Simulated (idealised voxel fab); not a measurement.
The process module presented herein is designated voxel tone inversion.
Cross-section cut: width 160 nm, square cells of 5 nm.
Square cells in a grid make up a cross-section in this document, and the grid is given as bands, listed from the top down, each one or more rows of cells.
Band entry format. Leading values: height of top, height of bottom, nm. Remainder: materials in left-to-right order, each with its width in nm. Special words: "everywhere" on a single material, which then fills the band edge to edge; "empty", empty space.
Heads up on the height convention: 0 is the point under which the incoming wafer is all one material, and the lowest band has no bottom, it just keeps going down, like "0 and below".
A two-number width, for instance "30 to 40", indicates that the width is equal to the first number in the top row of the band and to the second number in the bottom row, and that it changes by a constant amount per row of cells.
Where the words "no change occurred" appear for a step, the cross-section shows no cell changed by that step; every cell remained as before.
"Fully sealed cavities" means: voids of 8 cells or more that are shut off from the top with no open way through. Written width x height at distance, distance from the left edge, in nm.
Note: text after step settings on the step line = simulator remark on that step.
Regarding "overlay nm": on a step with a mask, it is the distance the mask lay to the right of its planned place; a negative value places it to the left.

[The following list gives the planned process steps]
1,RECEIVE | material Si
2,CONFORMAL_DEP | material SiN | thk nm 10
3,DIRECTIONAL_DEP | material aC | thk nm 15
4,PATTERN | tone cover | mask id POSTS | material resist | width nm 15 | pitch nm 40 | thk nm 20 | overlay nm 0
5,DIRECTIONAL_ETCH | etch materials aC | depth nm 15
6,STRIP | etch materials resist
7,FILL_DEP | material SiO2 | thk nm 5
8,CMP | height nm 25
9,STRIP | etch materials aC
Among the wafers covered here, the point of difference is the width nm at step 4; their starting state is shared, and the plan presents the value of the first wafer.

[Cut through the first of several wafers as received, post step 1]
  0 and below  Si everywhere
  Fully sealed cavities: none

[Below is a per-wafer table. In it, each row describes the wafer at the end of the module by giving, for each material, the number of cells gained (+) or lost (-) since the wafer was received, and after that the closed voids of the wafer]
width nm 15, +64 SiN, +69 SiO2, Fully sealed cavities: none
width nm 20, +64 SiN, +60 SiO2, Fully sealed cavities: none
width nm 25, +64 SiN, +51 SiO2, Fully sealed cavities: none
